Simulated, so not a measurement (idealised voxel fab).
Process module, titled voxel trench capacitor
cross-section cut | 270 nm wide | cells 5 nm
Cross-section, as written here: a square-cell grid given band by band from the top down, where a band holds one or more rows of cells. This entry defines a band. It first specifies the height of the band's top and the height of its bottom in nm, and then specifies the band's materials from left to right, stating each material with its width in nm. The word "throughout" identifies a single material that fills the band from edge to edge, while the word "blank" identifies empty space. Beneath 0, the wafer as received is one material, and that level is where height counting begins. The lowest band goes on downward without a bottom; it is written like "0 -> down". The two numbers in a width such as "30..40" mark its ends across the band: the first belongs to the top row of cells, the second to the bottom row, and from each row to the next the width moves by the same amount. The cross-section has no changed cell in any step marked "remained unchanged". Fully sealed cavities: empty space of 8 cells or more with no open way to the top, each as width x height at its distance from the left edge, in nm. Formally, on a step line, whatever follows the settings is a remark that the simulator itself makes on the step. "overlay nm", when on a step's line for a step with a mask, measures how far to the right of its planned place the mask lay; a negative measure means to the left.

List of planned process steps:
- 1: RECEIVE: material Si
- 2: CONFORMAL_DEP: material SiN, thk nm 5
- 3: DIRECTIONAL_DEP: material aC, thk nm 15
- 4: PATTERN: tone open, mask id TRENCH, material resist, width nm 15, pitch nm 30, thk nm 35, overlay nm 0
- 5: DIRECTIONAL_ETCH: etch materials aC, depth nm 15
- 6: STRIP: etch materials resist
- 7: DIRECTIONAL_ETCH: etch materials SiN, depth nm 5
- 8: DIRECTIONAL_ETCH: etch materials Si, depth nm 35
- 9: STRIP: etch materials aC
- 10: CONFORMAL_DEP: material SiO2, thk nm 5
- 11: FILL_DEP: material polySi, thk nm 10
- 12: CMP: height nm 5

Here's what the wafer looked like in cross-section when it arrived - that's after step 1:
  0 -> down  Si throughout
  Fully sealed cavities: none

a wafer at the end: this start, this plan, one mistake:
  20 -> 10  polySi throughout
  10 -> 5  SiO2 100; polySi 5; SiO2 25; polySi 5; SiO2 25; polySi 5; SiO2 105
  5 -> 0  SiN 95; SiO2 5; polySi 5; SiO2 5; SiN 15; SiO2 5; polySi 5; SiO2 5; SiN 15; SiO2 5; polySi 5; SiO2 5; SiN 100
  0 -> -30  Si 95; SiO2 5; polySi 5; SiO2 5; Si 15; SiO2 5; polySi 5; SiO2 5; Si 15; SiO2 5; polySi 5; SiO2 5; Si 100
  -30 -> -35  Si 95; SiO2 15; Si 15; SiO2 15; Si 15; SiO2 15; Si 100
  -35 -> down  Si throughout
  Fully sealed cavities: none
Where did the run depart from the plan? step 12 of the plan: omitted, not performed
